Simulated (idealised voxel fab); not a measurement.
Module name: voxel local oxidation (process module)
The width of the displayed cross-section, cut, is 210 nm; its cells are square, with a size of 5 nm.
Think of the cross-section as a grid of square cells. We describe it in bands, top to bottom, and each band covers one or more rows of those cells.
Heights first: top, then bottom, in nm. Then materials, left to right, each with a width in nm. "all across" on a single material: fills the band edge to edge. "empty": empty space.
A quick word on heights: they are counted from 0, and under that level the wafer as it came to us is one material throughout. The lowest band is different from the rest in having no bottom; it simply continues downward, written as in "z 0 and below".
Think of "30..40" as a width that walks from the first number to the second as you go down the band, top row to bottom row, taking equal-sized steps from row to row.
Where the words "left unchanged" appear for a step, the cross-section shows no cell changed by that step; every cell remained as before.
"closed voids": sealed empty spaces, 8 cells or more, no open way to top, listed width x height at distance, with distance from the left edge and width, height and distance in nm.
If you see something after the settings on a step's line, that's the simulator's own remark about that step.
overlay nm: right-of-plan distance of the mask on a masked step; negative values mean left-of-plan.
List of planned process steps:
1. RECEIVE | material Si
2. OXIDIZE | depth nm 5
3. CONFORMAL_DEP | material SiN | thk nm 10
4. DIRECTIONAL_DEP | material aC | thk nm 15
5. PATTERN | tone cover | mask id ACTIVE | material resist | width nm 80 | thk nm 30 | overlay nm 0
6. DIRECTIONAL_ETCH | etch materials aC | depth nm 15
7. STRIP | etch materials resist
8. DIRECTIONAL_ETCH | etch materials SiN | depth nm 10
9. STRIP | etch materials aC
10. SELECTIVE_ETCH | etch materials SiO2 | depth nm 5
11. OXIDIZE | depth nm 15
12. STRIP | etch materials SiN
Variable across wafers: step 5 width nm (plan value is that of the first wafer; starting state common to all).
The first of several wafers in cross-section, exactly as it reached us after step 1:
  z 0 and below  Si all across
  closed voids: none
Quick key for the table: a row per wafer, taken at the end of the module. For each material it tells you how many cells the wafer gained (+) or lost (-) since it came in, and the closed voids come after:
width nm 80, -144 Si, +116 SiO2, closed voids: none
width nm 85, -141 Si, +114 SiO2, closed voids: none
width nm 90, -138 Si, +112 SiO2, closed voids: none
width nm 95, -135 Si, +110 SiO2, closed voids: none
width nm 100, -132 Si, +108 SiO2, closed voids: none
width nm 105, -129 Si, +106 SiO2, closed voids: none
